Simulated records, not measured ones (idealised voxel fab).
This is a process module. Its name is voxel fin reveal.
The cross-section shown here is cut; it is 230 nm wide and divided into square cells measuring 5 nm on a side.
Just so we're on the same page, the cross-sections are grids of square cells, and they're listed out in bands top to bottom, each band one or more rows deep. First you get the band's top height and its bottom height, in nm, and then the materials it's made of, left to right, with each width in nm. If you see a single material with "full width", that one covers the band edge to edge. "air" is empty space. Heights are reckoned from 0. Under this level, the received wafer is all of one material. The bottommost band is open-ended downward, for example "from 0 down". Top row gets the first number, bottom row gets the second, and each row in between changes by the same step: that is how a band width like "30..40" works. A step reported as "all unchanged" is a step in which no cell of the cross-section changed. Heads up: "Closed void catalog" only lists the empty pockets with no open path to the top that are 8 cells or more, and it writes them as width x height at distance, distance from the left edge, in nm. It should be noted that, on the line of a given step, the content following the step's settings is a remark produced by the simulator itself with respect to that step. Among the settings permitted on a step's line is "overlay nm"; applied to a step with a mask, it specifies the extent to which the mask lay to the right of its planned position, whereas a negative figure signifies a position to the left.

List of planned process steps:
1) op RECEIVE | material Si
2) op CONFORMAL_DEP | material SiN | thk nm 10
3) op MASKED_ETCH | tone cover | mask id FINS | width nm 15 | pitch nm 45 | etch materials SiN | depth nm 10 | overlay nm 0
4) op MASKED_ETCH | tone cover | mask id FINS | width nm 15 | pitch nm 45 | etch materials Si | depth nm 35 | overlay nm 0
5) op OXIDIZE | depth nm 5
6) op FILL_DEP | material SiO2 | thk nm 15
7) op CMP | height nm 10
8) op SELECTIVE_ETCH | etch materials SiO2 | depth nm 25
9) op STRIP | etch materials SiN
10) op CONFORMAL_DEP | material SiO2 | thk nm 5

Wafer, first of two, run as planned:

Cross-section of the wafer as it came to us, i.e., already through step 1:
from 0 down = Si full width
Closed void catalog: none

Wafer xsec, post step 2:
from 10 to 0 = SiN full width
Below 0 it's all the same as before, nothing changed down there.

Wafer xsec, post step 3:
from 10 to 0 = air: 85 / SiN: 15 / air: 30 / SiN: 15 / air: 85
Below 0 it's all the same as before, nothing changed down there.

Wafer xsec, post step 4:
from 10 to 0 = air: 85 / SiN: 15 / air: 30 / SiN: 15 / air: 85
from 0 to -35 = air: 85 / Si: 15 / air: 30 / Si: 15 / air: 85
Below -35 it's all the same as before, nothing changed down there.

Wafer xsec, post step 5:
from 10 to 0 = air: 85 / SiN: 15 / air: 30 / SiN: 15 / air: 85
from 0 to -35 = air: 85 / SiO2: 5 / Si: 5 / SiO2: 5 / air: 30 / SiO2: 5 / Si: 5 / SiO2: 5 / air: 85
from -35 to -40 = SiO2: 90 / Si: 5 / SiO2: 40 / Si: 5 / SiO2: 90
Below -40 it's all the same as before, nothing changed down there.

Wafer xsec, post step 6:
from 25 to 10 = SiO2 full width
from 10 to 0 = SiO2: 85 / SiN: 15 / SiO2: 30 / SiN: 15 / SiO2: 85
from 0 to -40 = SiO2: 90 / Si: 5 / SiO2: 40 / Si: 5 / SiO2: 90
Below -40 it's all the same as before, nothing changed down there.

Wafer xsec, post step 7:
from 10 to 0 = SiO2: 85 / SiN: 15 / SiO2: 30 / SiN: 15 / SiO2: 85
Below 0 it's all the same as before, nothing changed down there.

Wafer xsec, post step 8:
from 10 to 0 = air: 85 / SiN: 15 / air: 30 / SiN: 15 / air: 85
from 0 to -15 = air: 90 / Si: 5 / air: 40 / Si: 5 / air: 90
Below -15 it's all the same as before, nothing changed down there.

Wafer xsec, post step 9:
from 0 to -15 = air: 90 / Si: 5 / air: 40 / Si: 5 / air: 90
Below -15 it's all the same as before, nothing changed down there.

Wafer xsec, post step 10:
from 5 to 0 = air: 85 / SiO2: 15 / air: 30 / SiO2: 15 / air: 85
from 0 to -10 = air: 85 / SiO2: 5 / Si: 5 / SiO2: 5 / air: 30 / SiO2: 5 / Si: 5 / SiO2: 5 / air: 85
from -10 to -40 = SiO2: 90 / Si: 5 / SiO2: 40 / Si: 5 / SiO2: 90
Below -40 it's all the same as before, nothing changed down there.

The remaining wafer, second of the two, started like the first and was run to the same plan, except that one mistake was made along the way; the two coincide through step 3, inclusive:

Planned end of step 4: second wafer, cross-section:
from 10 to 0 = air: 85 / SiN: 15 / air: 30 / SiN: 15 / air: 85
from 0 to -40 = air: 85 / Si: 15 / air: 30 / Si: 15 / air: 85
Below -40 it's all the same as before, nothing changed down there.

Planned end of step 5: second wafer, cross-section:
from 10 to 0 = air: 85 / SiN: 15 / air: 30 / SiN: 15 / air: 85
from 0 to -40 = air: 85 / SiO2: 5 / Si: 5 / SiO2: 5 / air: 30 / SiO2: 5 / Si: 5 / SiO2: 5 / air: 85
from -40 to -45 = SiO2: 90 / Si: 5 / SiO2: 40 / Si: 5 / SiO2: 90
Below -45 it's all the same as before, nothing changed down there.

Planned end of step 6: second wafer, cross-section:
from 25 to 10 = SiO2 full width
from 10 to 0 = SiO2: 85 / SiN: 15 / SiO2: 30 / SiN: 15 / SiO2: 85
from 0 to -45 = SiO2: 90 / Si: 5 / SiO2: 40 / Si: 5 / SiO2: 90
Below -45 it's all the same as before, nothing changed down there.

Planned end of step 7: second wafer, cross-section:
from 10 to 0 = SiO2: 85 / SiN: 15 / SiO2: 30 / SiN: 15 / SiO2: 85
Below 0 it's all the same as before, nothing changed down there.

Planned end of step 8: second wafer, cross-section:
from 10 to 0 = air: 85 / SiN: 15 / air: 30 / SiN: 15 / air: 85
from 0 to -15 = air: 90 / Si: 5 / air: 40 / Si: 5 / air: 90
Below -15 it's all the same as before, nothing changed down there.

Planned end of step 9: second wafer, cross-section:
from 0 to -15 = air: 90 / Si: 5 / air: 40 / Si: 5 / air: 90
Below -15 it's all the same as before, nothing changed down there.

Planned end of step 10: second wafer, cross-section:
from 5 to 0 = air: 85 / SiO2: 15 / air: 30 / SiO2: 15 / air: 85
from 0 to -10 = air: 85 / SiO2: 5 / Si: 5 / SiO2: 5 / air: 30 / SiO2: 5 / Si: 5 / SiO2: 5 / air: 85
from -10 to -45 = SiO2: 90 / Si: 5 / SiO2: 40 / Si: 5 / SiO2: 90
Below -45 it's all the same as before, nothing changed down there.
what went wrong: heads up, step 4 didn't go per plan, it actually ran as op MASKED_ETCH | tone cover | mask id FINS | width nm 15 | pitch nm 45 | etch materials Si | depth nm 40 | overlay nm 0
It is noted that, at the conclusion of processing, the second wafer exhibits a higher or lower cell count for certain materials relative to the first: -44 Si, +44 SiO2
